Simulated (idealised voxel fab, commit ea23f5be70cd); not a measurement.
This section sets out a process module, namely voxel transistor to metal.
FYI the section here is cut, 150 nm wide, cells are 5 nm squares.
Just so we're on the same page, the cross-sections are grids of square cells, and they're listed out in bands top to bottom, each band one or more rows deep. It is stipulated that each band's entry specify, in nanometres, the height of the top of the band and then that of its bottom, followed by the materials of the band in left-to-right sequence, each together with its width in nanometres. A single material marked by the word "full width" is understood to fill the band from edge to edge; the word "air" is understood to denote empty space. Note: height 0 marks the level under which the wafer is uniformly one material as received. Lowest band unbounded below, written "from 0 down". Think of "30->40" as a width that walks from the first number to the second as you go down the band, top row to bottom row, taking equal-sized steps from row to row. What does "changes: none" mean for a step? It means no cell of the cross-section changed in that step. "Sealed internal cavities" lists enclosed empty spaces (at least 8 cells, no open path upward to the top), each as width x height at distance from the left edge, in nm. Step line, after settings: the simulator's comment on this step. overlay nm: where the mask lay relative to plan, measured to the right, on steps with a mask; negatives go left.
# Process steps - plan
1. RECEIVE, material Si
2. OXIDIZE, depth nm 5
3. CONFORMAL_DEP, material SiN, thk nm 10
4. MASKED_ETCH, tone cover, mask id ACTIVE, width nm 115, etch materials SiN, depth nm 10, overlay nm 0
5. MASKED_ETCH, tone cover, mask id ACTIVE, width nm 115, etch materials SiO2, depth nm 5, overlay nm 0
6. MASKED_ETCH, tone cover, mask id ACTIVE, width nm 115, etch materials Si, depth nm 25, overlay nm 0
7. OXIDIZE, depth nm 5
8. FILL_DEP, material SiO2, thk nm 10
9. CMP, height nm 10
10. SELECTIVE_ETCH, etch materials SiO2, depth nm 5
11. STRIP, etch materials SiN
12. SELECTIVE_ETCH, etch materials SiO2, depth nm 5
13. OXIDIZE, depth nm 5
14. DIRECTIONAL_DEP, material polySi, thk nm 30
15. DIRECTIONAL_DEP, material SiCN, thk nm 15
16. DIRECTIONAL_DEP, material aC, thk nm 15
17. PATTERN, tone cover, mask id GATE, material resist, width nm 25, thk nm 35, overlay nm 0
18. DIRECTIONAL_ETCH, etch materials aC, depth nm 15
19. STRIP, etch materials resist
20. DIRECTIONAL_ETCH, etch materials SiCN, depth nm 25
21. DIRECTIONAL_ETCH, etch materials polySi, depth nm 40
22. STRIP, etch materials aC
23. CONFORMAL_DEP, material SiN, thk nm 5
24. DIRECTIONAL_ETCH, etch materials SiN, depth nm 5
25. DIRECTIONAL_ETCH, etch materials SiO2, depth nm 5
26. EPI, material nSi, thk nm 5
27. FILL_DEP, material SiO2, thk nm 10
28. CMP, height nm 25
29. STRIP, etch materials polySi
30. SELECTIVE_ETCH, etch materials SiO2, depth nm 5
31. CONFORMAL_DEP, material HfO2, thk nm 5
32. CONFORMAL_DEP, material TiN, thk nm 5
33. FILL_DEP, material W, thk nm 5
34. CMP, height nm 20
35. DIRECTIONAL_DEP, material SiO2, thk nm 10
36. DIRECTIONAL_DEP, material aC, thk nm 10
37. PATTERN, tone open, mask id CONTACT, material resist, width nm 20, pitch nm 85, thk nm 25, overlay nm 0
38. DIRECTIONAL_ETCH, etch materials aC, depth nm 10
39. STRIP, etch materials resist
40. DIRECTIONAL_ETCH, etch materials SiO2, depth nm 35
41. STRIP, etch materials aC
42. CONFORMAL_DEP, material TiN, thk nm 5
43. FILL_DEP, material W, thk nm 10
44. CMP, height nm 30
45. DIRECTIONAL_DEP, material TiN, thk nm 5
46. DIRECTIONAL_DEP, material W, thk nm 15
47. DIRECTIONAL_DEP, material aC, thk nm 15
48. PATTERN, tone cover, mask id METAL_1, material resist, width nm 20, pitch nm 85, thk nm 30, overlay nm 0
49. DIRECTIONAL_ETCH, etch materials aC, depth nm 15
50. STRIP, etch materials resist
51. DIRECTIONAL_ETCH, etch materials W, depth nm 15
52. DIRECTIONAL_ETCH, etch materials TiN, depth nm 5
53. STRIP, etch materials aC
54. CONFORMAL_DEP, material SiCN, thk nm 5
55. FILL_DEP, material lowk, thk nm 10
56. CMP, height nm 50
57. CONFORMAL_DEP, material SiCN, thk nm 5
58. DIRECTIONAL_DEP, material lowk, thk nm 35
59. PATTERN, tone open, mask id METAL_2, material resist, width nm 20, pitch nm 85, thk nm 20, overlay nm 0
60. DIRECTIONAL_ETCH, etch materials lowk, depth nm 10
61. STRIP, etch materials resist
62. DIRECTIONAL_DEP, material aC, thk nm 15
63. PATTERN, tone open, mask id METAL_2_HOLES, material resist, width nm 15, pitch nm 85, thk nm 35, overlay nm 0
64. DIRECTIONAL_ETCH, etch materials aC, depth nm 15
65. STRIP, etch materials resist
66. DIRECTIONAL_ETCH, etch materials lowk, depth nm 15
67. DIRECTIONAL_ETCH, etch materials SiCN, depth nm 5
68. STRIP, etch materials aC
69. CONFORMAL_DEP, material TiN, thk nm 5
70. FILL_DEP, material Cu, thk nm 10
71. CMP, height nm 90
72. CONFORMAL_DEP, material SiCN, thk nm 5
Variable across wafers: step 60 depth nm (plan value is that of the first wafer; starting state common to all).
# The as-received cross-section of the first of several wafers corresponds to the state after step 1
	from 0 down | Si full width
	Sealed internal cavities: none
# At the end of the module, after its last step, step 72, the first of several wafers appears in cross-section as follows
	from 95 to 90 | SiCN full width
	from 90 to 80 | lowk 20 nm, then TiN 5 nm, then Cu 10->5 nm, then TiN 5->10 nm, then lowk 65 nm, then TiN 5 nm, then Cu 10->5 nm, then TiN 5->10 nm, then lowk 25 nm
	from 80 to 70 | lowk 20 nm, then TiN 5 nm, then Cu 5 nm, then TiN 5 nm, then lowk 70 nm, then TiN 5 nm, then Cu 5 nm, then TiN 5 nm, then lowk 30 nm
	from 70 to 65 | lowk 20 nm, then TiN 15 nm, then lowk 70 nm, then TiN 15 nm, then lowk 30 nm
	from 65 to 55 | lowk full width
	from 55 to 50 | SiCN full width
	from 50 to 35 | lowk 15 nm, then SiCN 5 nm, then W 20 nm, then SiCN 5 nm, then lowk 55 nm, then SiCN 5 nm, then W 20 nm, then SiCN 5 nm, then lowk 20 nm
	from 35 to 30 | SiCN 20 nm, then TiN 20 nm, then SiCN 65 nm, then TiN 20 nm, then SiCN 25 nm
	from 30 to 20 | SiO2 20 nm, then TiN 5 nm, then W 10 nm, then TiN 5 nm, then SiO2 65 nm, then TiN 5 nm, then W 10 nm, then TiN 5 nm, then SiO2 25 nm
	from 20 to 0 | SiO2 20 nm, then TiN 5 nm, then W 10 nm, then TiN 5 nm, then SiO2 15 nm, then SiN 5 nm, then HfO2 5 nm, then TiN 5 nm, then W 5 nm, then TiN 5 nm, then HfO2 5 nm, then SiN 5 nm, then SiO2 15 nm, then TiN 5 nm, then W 10 nm, then TiN 5 nm, then SiO2 25 nm
	from 0 to -5 | SiO2 10 nm, then SiN 5 nm, then SiO2 5 nm, then TiN 20 nm, then SiO2 15 nm, then SiN 5 nm, then HfO2 5 nm, then TiN 15 nm, then HfO2 5 nm, then SiN 5 nm, then SiO2 15 nm, then TiN 20 nm, then SiO2 5 nm, then SiN 5 nm, then SiO2 15 nm
	from -5 to -10 | SiO2 15 nm, then nSi 40 nm, then HfO2 35 nm, then nSi 40 nm, then SiO2 20 nm
	from -10 to -35 | SiO2 20 nm, then Si 105 nm, then SiO2 25 nm
	from -35 down | Si full width
	Sealed internal cavities: none
# Cross-section at module completion, last wafer
	from 95 to 90 | SiCN full width
	from 90 to 60 | lowk 20 nm, then TiN 5 nm, then Cu 10 nm, then TiN 5 nm, then lowk 65 nm, then TiN 5 nm, then Cu 10 nm, then TiN 5 nm, then lowk 25 nm
	from 60 to 55 | lowk 20 nm, then TiN 5 nm, then Cu 5 nm, then TiN 10 nm, then lowk 65 nm, then TiN 5 nm, then Cu 5 nm, then TiN 10 nm, then lowk 25 nm
	from 55 to 50 | SiCN 20 nm, then TiN 15 nm, then SiCN 70 nm, then TiN 15 nm, then SiCN 30 nm
	from 50 to 35 | lowk 15 nm, then SiCN 5 nm, then W 20 nm, then SiCN 5 nm, then lowk 55 nm, then SiCN 5 nm, then W 20 nm, then SiCN 5 nm, then lowk 20 nm
	from 35 to 30 | SiCN 20 nm, then TiN 20 nm, then SiCN 65 nm, then TiN 20 nm, then SiCN 25 nm
	from 30 to 20 | SiO2 20 nm, then TiN 5 nm, then W 10 nm, then TiN 5 nm, then SiO2 65 nm, then TiN 5 nm, then W 10 nm, then TiN 5 nm, then SiO2 25 nm
	from 20 to 0 | SiO2 20 nm, then TiN 5 nm, then W 10 nm, then TiN 5 nm, then SiO2 15 nm, then SiN 5 nm, then HfO2 5 nm, then TiN 5 nm, then W 5 nm, then TiN 5 nm, then HfO2 5 nm, then SiN 5 nm, then SiO2 15 nm, then TiN 5 nm, then W 10 nm, then TiN 5 nm, then SiO2 25 nm
	from 0 to -5 | SiO2 10 nm, then SiN 5 nm, then SiO2 5 nm, then TiN 20 nm, then SiO2 15 nm, then SiN 5 nm, then HfO2 5 nm, then TiN 15 nm, then HfO2 5 nm, then SiN 5 nm, then SiO2 15 nm, then TiN 20 nm, then SiO2 5 nm, then SiN 5 nm, then SiO2 15 nm
	from -5 to -10 | SiO2 15 nm, then nSi 40 nm, then HfO2 35 nm, then nSi 40 nm, then SiO2 20 nm
	from -10 to -35 | SiO2 20 nm, then Si 105 nm, then SiO2 25 nm
	from -35 down | Si full width
	Sealed internal cavities: none
# So in this table every wafer gets its own row, and what you see is where it stands at the end of the module: for each material, how many cells it picked up (+) or gave up (-) since we received it, and after that its closed voids
depth nm 10 | +10 Cu | +17 HfO2 | -105 Si | +94 SiCN | +12 SiN | +169 SiO2 | +75 TiN | +52 W | +230 lowk | +16 nSi | Sealed internal cavities: none
depth nm 15 | +14 Cu | +17 HfO2 | -105 Si | +94 SiCN | +12 SiN | +169 SiO2 | +79 TiN | +52 W | +222 lowk | +16 nSi | Sealed internal cavities: none
depth nm 20 | +20 Cu | +17 HfO2 | -105 Si | +88 SiCN | +12 SiN | +169 SiO2 | +87 TiN | +52 W | +214 lowk | +16 nSi | Sealed internal cavities: none
depth nm 25 | +22 Cu | +17 HfO2 | -105 Si | +88 SiCN | +12 SiN | +169 SiO2 | +87 TiN | +52 W | +212 lowk | +16 nSi | Sealed internal cavities: none
depth nm 30 | +24 Cu | +17 HfO2 | -105 Si | +88 SiCN | +12 SiN | +169 SiO2 | +87 TiN | +52 W | +210 lowk | +16 nSi | Sealed internal cavities: none
depth nm 35 | +26 Cu | +17 HfO2 | -105 Si | +88 SiCN | +12 SiN | +169 SiO2 | +87 TiN | +52 W | +208 lowk | +16 nSi | Sealed internal cavities: none
